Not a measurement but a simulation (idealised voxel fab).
The document below concerns the process module designated voxel double patterning.
Pictured: cross-section cut, 235 nm wide, on a grid of 5 nm square cells.
Format of a cross-section: grid, square cells. Given as bands. Order: top down. Band: one or more rows of cells. What a band's entry tells you: where the top is and where the bottom is, as heights in nm, and after that what lies inside, material by material from left to right, each with its width in nm. Empty space is written as the word "blank", and a single material marked with the word "all across" occupies the band from edge to edge. Height 0 is the level under which the wafer as received is all one material. The lowest band goes on downwards, as in "top 0, no bottom". Top row gets the first number, bottom row gets the second, and each row in between changes by the same step: that is how a band width like "30..40" works. Take "nothing changed" at face value: in the step it is given for, the cross-section changed in none of its cells. Voids not open to the top, 8 cells minimum: see "Enclosed void inventory". Written width x height at distance; distance is from the left edge; nm. Read whatever lies past the settings on a step's line as the simulator's own remark about the step. A step line may carry the setting "overlay nm", which, for steps involving a mask, states the distance by which the mask lay to the right of its intended position; negative values denote displacement to the left.

Steps planned for the process:
1: RECEIVE with material Si
2: CONFORMAL_DEP with material SiO2, thk nm 10
3: DIRECTIONAL_DEP with material W, thk nm 15
4: DIRECTIONAL_DEP with material SiN, thk nm 5
5: PATTERN with tone open, mask id FIRST, material resist, width nm 15, pitch nm 50, thk nm 20, overlay nm 0
6: DIRECTIONAL_ETCH with etch materials SiN, depth nm 5
7: STRIP with etch materials resist
8: MASKED_ETCH with tone open, mask id SECOND, width nm 15, etch materials SiN, depth nm 5, overlay nm 0
9: DIRECTIONAL_ETCH with etch materials W, depth nm 15
10: STRIP with etch materials SiN

Delivered wafer in cross-section: state after step 1:
* top 0, no bottom = Si all across
* Enclosed void inventory: none

Cross-section taken at module completion on the first of two wafers; processed per the plan:
* top 25, bottom 10 = 85 nm W / 15 nm blank / 10 nm W / 15 nm blank / 10 nm W / 15 nm blank / 85 nm W
* top 10, bottom 0 = SiO2 all across
* top 0, no bottom = Si all across
* Enclosed void inventory: none

So this is wafer number two of the two, cut at the end of the module - it started where the first did and had the same plan, we just got one thing wrong running it:
* top 25, bottom 10 = 85 nm W / 15 nm blank / 5 nm W / 25 nm blank / 5 nm W / 15 nm blank / 85 nm W
* top 10, bottom 0 = SiO2 all across
* top 0, no bottom = Si all across
* Enclosed void inventory: none
Deviation noted in wafer processing: planned and actual differ for step 8; actual: MASKED_ETCH with tone open, mask id SECOND, width nm 25, etch materials SiN, depth nm 5, overlay nm 0
Once processing is complete, comparing cell counts shows that the second wafer has more or fewer of certain materials than the first: 6 fewer of W
